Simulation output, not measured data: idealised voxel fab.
process module | voxel ribs on slabs
cross-section cut | 160 nm wide | cells 5 nm
A cross-section is a grid of square cells, given in bands from the top down. A band is one or more rows of cells.
Each band's line starts with the height of the band's top and of its bottom, in nm. Then come its materials from left to right, each with its width in nm. One material with "throughout" fills the band from edge to edge. "air" is empty space.
Height 0 is the level under which the wafer as received is all one material. The lowest band goes on downwards, as in "0 down".
A width such as "30 to 40" changes by the same amount from each row of cells to the next, from the band's top row to its bottom row.
"no change" after a step means that no cell of the cross-section changed.
closed voids: empty space of 8 cells or more with no open way to the top, each as width x height at its distance from the left edge, in nm
after a step's settings: what the simulator itself notes on the step
overlay nm, on a step with a mask: how far to the right of its planned place the mask lay; to the left if negative
plan
1 op RECEIVE | material Si
2 op DIRECTIONAL_DEP | material SiO2 | thk nm 20
3 op DIRECTIONAL_DEP | material SiN | thk nm 20
4 op MASKED_ETCH | tone cover | mask id RIB | width nm 25 | etch materials SiN | depth nm 10 | overlay nm 0
5 op PATTERN | tone cover | mask id SLAB | material resist | width nm 65 | thk nm 20 | overlay nm 0
6 op DIRECTIONAL_ETCH | etch materials SiN | depth nm 10
7 op STRIP | etch materials resist
8 op FILL_DEP | material SiO2 | thk nm 20
9 op CMP | height nm 50
10 op DIRECTIONAL_DEP | material TiN | thk nm 10
11 op MASKED_ETCH | tone cover | mask id HEATER | width nm 35 | etch materials TiN | depth nm 10 | overlay nm 0
12 op CONFORMAL_DEP | material SiN | thk nm 5
first wafer, as planned
as received, after step 1
  0 down: Si throughout
  closed voids: none
after step 2
  20 to 0: SiO2 throughout
  below 0: unchanged
after step 3
  40 to 20: SiN throughout
  below 20: unchanged
after step 4
  40 to 30: air 65 | SiN 25 | air 70
  below 30: unchanged
after step 5
  60 to 40: air 45 | resist 65 | air 50
  40 to 30: air 45 | resist 20 | SiN 25 | resist 20 | air 50
  below 30: unchanged
after step 6
  60 to 40: air 45 | resist 65 | air 50
  40 to 30: air 45 | resist 20 | SiN 25 | resist 20 | air 50
  30 to 20: air 45 | SiN 65 | air 50
  below 20: unchanged
after step 7
  40 to 30: air 65 | SiN 25 | air 70
  below 30: unchanged
after step 8
  60 to 40: SiO2 throughout
  40 to 30: SiO2 65 | SiN 25 | SiO2 70
  30 to 20: SiO2 45 | SiN 65 | SiO2 50
  below 20: unchanged
after step 9
  50 to 40: SiO2 throughout
  below 40: unchanged
after step 10
  60 to 50: TiN throughout
  below 50: unchanged
after step 11
  60 to 50: air 60 | TiN 35 | air 65
  below 50: unchanged
after step 12
  65 to 60: air 55 | SiN 45 | air 60
  60 to 55: air 55 | SiN 5 | TiN 35 | SiN 5 | air 60
  55 to 50: SiN 60 | TiN 35 | SiN 65
  below 50: unchanged
second wafer: like start, like plan, one mistake. Through step 2 it matches the first wafer
when step 3 should have ended
  60 to 20: SiN throughout
  below 20: unchanged
when step 4 should have ended
  60 to 50: air 65 | SiN 25 | air 70
  below 50: unchanged
when step 5 should have ended
  80 to 60: air 45 | resist 65 | air 50
  60 to 50: air 45 | resist 20 | SiN 25 | resist 20 | air 50
  below 50: unchanged
when step 6 should have ended
  80 to 60: air 45 | resist 65 | air 50
  60 to 50: air 45 | resist 20 | SiN 25 | resist 20 | air 50
  50 to 40: air 45 | SiN 65 | air 50
  below 40: unchanged
when step 7 should have ended
  60 to 50: air 65 | SiN 25 | air 70
  below 50: unchanged
when step 8 should have ended
  80 to 60: SiO2 throughout
  60 to 50: SiO2 65 | SiN 25 | SiO2 70
  50 to 40: SiO2 45 | SiN 65 | SiO2 50
  below 40: unchanged
when step 9 should have ended
  50 to 40: SiO2 45 | SiN 65 | SiO2 50
  below 40: unchanged
when step 10 should have ended
  60 to 50: TiN throughout
  below 50: unchanged
when step 11 should have ended
  60 to 50: air 60 | TiN 35 | air 65
  below 50: unchanged
when step 12 should have ended
  65 to 60: air 55 | SiN 45 | air 60
  60 to 55: air 55 | SiN 5 | TiN 35 | SiN 5 | air 60
  55 to 50: SiN 60 | TiN 35 | SiN 65
  below 50: unchanged
what went wrong: step 3 was run twice
at the end the second wafer has, in cells: 118 more of SiN | 118 fewer of SiO2
